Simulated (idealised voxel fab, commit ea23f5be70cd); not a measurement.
Process module under the name voxel self aligned vias
The figure presents cross-section cut, which has a width of 240 nm and is divided into square cells with an edge length of 5 nm.
Heads up, the way a cross-section reads in here is a grid of square cells, handed over as bands from the top down, with every band being one or more rows of cells.
Quick guide to a band line: top height, bottom height (nm) up front; then every material left to right with its width in nm. Only one material and it's marked "full width"? Then it fills the band edge to edge. And "blank" just means empty space.
Beneath 0, the wafer as received is one material, and that level is where height counting begins. The lowest band goes on downward without a bottom; it is written like "0 and below".
Think of "30 to 40" as a width that walks from the first number to the second as you go down the band, top row to bottom row, taking equal-sized steps from row to row.
Take "nothing changed" at face value: in the step it is given for, the cross-section changed in none of its cells.
Basically, "Closed void inventory" tells you about the enclosed voids: empty spaces with no open way to the top, 8 cells or bigger, each written width x height at distance, where distance is from the left edge, all in nm.
after a step's settings: what the simulator itself notes on the step
overlay nm: for a step with a mask, the amount by which the mask lay right of where it was planned; a negative amount means left of it.

List of planned process steps:
- 1: RECEIVE, material Si
- 2: CONFORMAL_DEP, material SiO2, thk nm 15
- 3: CONFORMAL_DEP, material SiCN, thk nm 5
- 4: DIRECTIONAL_DEP, material SiO2, thk nm 20
- 5: DIRECTIONAL_DEP, material aC, thk nm 10
- 6: PATTERN, tone open, mask id LINES, material resist, width nm 25, pitch nm 55, thk nm 30, overlay nm 0
- 7: DIRECTIONAL_ETCH, etch materials aC, depth nm 10
- 8: STRIP, etch materials resist
- 9: DIRECTIONAL_ETCH, etch materials SiO2, depth nm 20
- 10: STRIP, etch materials aC
- 11: CONFORMAL_DEP, material TiN, thk nm 5
- 12: FILL_DEP, material W, thk nm 5
- 13: CMP, height nm 40
- 14: SELECTIVE_ETCH, etch materials W Ru TiN, depth nm 5
- 15: FILL_DEP, material SiN, thk nm 5
- 16: CMP, height nm 40
- 17: DIRECTIONAL_DEP, material SiO2, thk nm 20
- 18: DIRECTIONAL_DEP, material aC, thk nm 10
- 19: PATTERN, tone open, mask id VIAS, material resist, width nm 35, pitch nm 55, thk nm 25, overlay nm 0
- 20: DIRECTIONAL_ETCH, etch materials aC, depth nm 10
- 21: STRIP, etch materials resist
- 22: DIRECTIONAL_ETCH, etch materials SiO2, depth nm 20
- 23: DIRECTIONAL_ETCH, etch materials SiN, depth nm 5
- 24: STRIP, etch materials aC
- 25: CONFORMAL_DEP, material TiN, thk nm 5
- 26: FILL_DEP, material Ru, thk nm 5
- 27: CMP, height nm 60
- 28: CONFORMAL_DEP, material SiN, thk nm 5

Received-state cross-section, reflecting completion of step 1:
    0 and below  Si full width
    Closed void inventory: none

Cross-section: first of two wafers, module finished, run according to plan:
    65 down to 60  SiN full width
    60 down to 45  SiO2 75, then TiN 5, then Ru 25, then TiN 5, then SiO2 20, then TiN 5, then Ru 25, then TiN 5, then SiO2 75
    45 down to 40  SiO2 75, then TiN 10, then Ru 15, then TiN 10, then SiO2 20, then TiN 10, then Ru 15, then TiN 10, then SiO2 75
    40 down to 35  SiO2 80, then TiN 25, then SiO2 30, then TiN 25, then SiO2 80
    35 down to 25  SiO2 80, then TiN 5, then W 15, then TiN 5, then SiO2 30, then TiN 5, then W 15, then TiN 5, then SiO2 80
    25 down to 20  SiO2 80, then TiN 25, then SiO2 30, then TiN 25, then SiO2 80
    20 down to 15  SiCN full width
    15 down to 0  SiO2 full width
    0 and below  Si full width
    Closed void inventory: none

Module end: cross-section of wafer two of two. Same start and process plan as the first wafer. One mistake during execution:
    65 down to 60  SiN full width
    60 down to 40  SiO2 75, then TiN 5, then Ru 25, then TiN 5, then SiO2 20, then TiN 5, then Ru 25, then TiN 5, then SiO2 75
    40 down to 35  SiN 75, then TiN 35, then SiN 20, then TiN 35, then SiN 75
    35 down to 20  SiO2 80, then TiN 5, then W 15, then TiN 5, then SiO2 30, then TiN 5, then W 15, then TiN 5, then SiO2 80
    20 down to 15  SiO2 80, then TiN 25, then SiO2 30, then TiN 25, then SiO2 80
    15 down to 0  SiO2 full width
    0 and below  Si full width
    Closed void inventory: none
Processing error: step 3 of the plan was jumped over and never run
Counted in cells at the end, the second wafer holds more or fewer of these materials than the first: Ru: 4 more; SiCN: 48 fewer; SiN: 34 more; TiN: 4 more; W: 6 more
